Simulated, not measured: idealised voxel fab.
process module | voxel capacitor over wiring
cross-section cut | 160 nm wide | cells 5 nm
A cross-section is a grid of square cells, given in bands from the top down. A band is one or more rows of cells.
Each band's line starts with the height of the band's top and of its bottom, in nm. Then come its materials from left to right, each with its width in nm. One material with "throughout" fills the band from edge to edge. "air" is empty space.
Height 0 is the level under which the wafer as received is all one material. The lowest band goes on downwards, as in "0 down".
A width such as "30 to 40" changes by the same amount from each row of cells to the next, from the band's top row to its bottom row.
"no change" after a step means that no cell of the cross-section changed.
closed voids: empty space of 8 cells or more with no open way to the top, each as width x height at its distance from the left edge, in nm
after a step's settings: what the simulator itself notes on the step
overlay nm, on a step with a mask: how far to the right of its planned place the mask lay; to the left if negative
plan
1 op RECEIVE | material Si
2 op CONFORMAL_DEP | material SiO2 | thk nm 10
3 op CONFORMAL_DEP | material SiCN | thk nm 5
4 op DIRECTIONAL_DEP | material SiO2 | thk nm 25
5 op MASKED_ETCH | tone open | mask id METAL_1 | width nm 20 | pitch nm 75 | etch materials SiO2 | depth nm 25 | overlay nm 0
6 op MASKED_ETCH | tone open | mask id METAL_1 | width nm 20 | pitch nm 75 | etch materials SiCN | depth nm 5 | overlay nm 0
7 op CONFORMAL_DEP | material TiN | thk nm 5
8 op FILL_DEP | material Cu | thk nm 5
9 op CMP | height nm 40
10 op CONFORMAL_DEP | material SiCN | thk nm 5
11 op DIRECTIONAL_DEP | material lowk | thk nm 20
12 op DIRECTIONAL_DEP | material aC | thk nm 15
13 op PATTERN | tone open | mask id PLUG_1 | material resist | width nm 15 | thk nm 35 | overlay nm 0
14 op DIRECTIONAL_ETCH | etch materials aC | depth nm 15
15 op STRIP | etch materials resist
16 op DIRECTIONAL_ETCH | etch materials lowk | depth nm 20
17 op DIRECTIONAL_ETCH | etch materials SiCN | depth nm 5
18 op STRIP | etch materials aC
19 op EPI | material Ru | thk nm 10
20 op EPI | material Ru | thk nm 10
21 op EPI | material Ru | thk nm 5
22 op DIRECTIONAL_DEP | material TiN | thk nm 10
23 op DIRECTIONAL_DEP | material Al2O3 | thk nm 5
24 op DIRECTIONAL_DEP | material TiN | thk nm 5
25 op PATTERN | tone cover | mask id UPPER_PLATE | material resist | width nm 60 | thk nm 15 | overlay nm 0
26 op DIRECTIONAL_ETCH | etch materials TiN | depth nm 5
27 op DIRECTIONAL_ETCH | etch materials Al2O3 | depth nm 5
28 op STRIP | etch materials resist
29 op PATTERN | tone cover | mask id LOWER_PLATE | material resist | width nm 70 | thk nm 15 | overlay nm 0
30 op DIRECTIONAL_ETCH | etch materials TiN | depth nm 10
31 op STRIP | etch materials resist
32 op FILL_DEP | material SiO2 | thk nm 20
33 op CMP | height nm 100
34 op DIRECTIONAL_DEP | material aC | thk nm 15
35 op PATTERN | tone open | mask id PLUG_2 | material resist | width nm 15 | thk nm 30 | overlay nm 0
36 op DIRECTIONAL_ETCH | etch materials aC | depth nm 15
37 op STRIP | etch materials resist
38 op DIRECTIONAL_ETCH | etch materials SiO2 | depth nm 15
39 op STRIP | etch materials aC
40 op CONFORMAL_DEP | material TiN | thk nm 5
41 op FILL_DEP | material Cu | thk nm 5
42 op CMP | height nm 100
43 op CONFORMAL_DEP | material SiCN | thk nm 5
as received, after step 1
  0 down: Si throughout
  closed voids: none
a wafer at the end: this start, this plan, one mistake
  105 to 100: SiCN throughout
  100 to 90: SiO2 45 | TiN 5 | Cu 5 | TiN 5 | SiO2 100
  90 to 80: SiO2 45 to 30 | TiN 15 to 55 | SiO2 100 to 75
  80 to 75: SiO2 25 | Al2O3 60 | SiO2 75
  75 to 65: SiO2 25 | TiN 75 | SiO2 60
  65 to 45: lowk 35 | Ru 15 | lowk 110
  45 to 40: SiCN 35 | Ru 15 | SiCN 110
  40 to 15: SiO2 30 | TiN 5 | Cu 10 | TiN 5 | SiO2 55 | TiN 5 | Cu 10 | TiN 5 | SiO2 35
  15 to 10: SiCN 30 | TiN 20 | SiCN 55 | TiN 20 | SiCN 35
  10 to 0: SiO2 throughout
  0 down: Si throughout
  closed voids: none
what went wrong: step 25 ran as: op PATTERN | tone cover | mask id UPPER_PLATE | material resist | width nm 60 | thk nm 15 | overlay nm -10
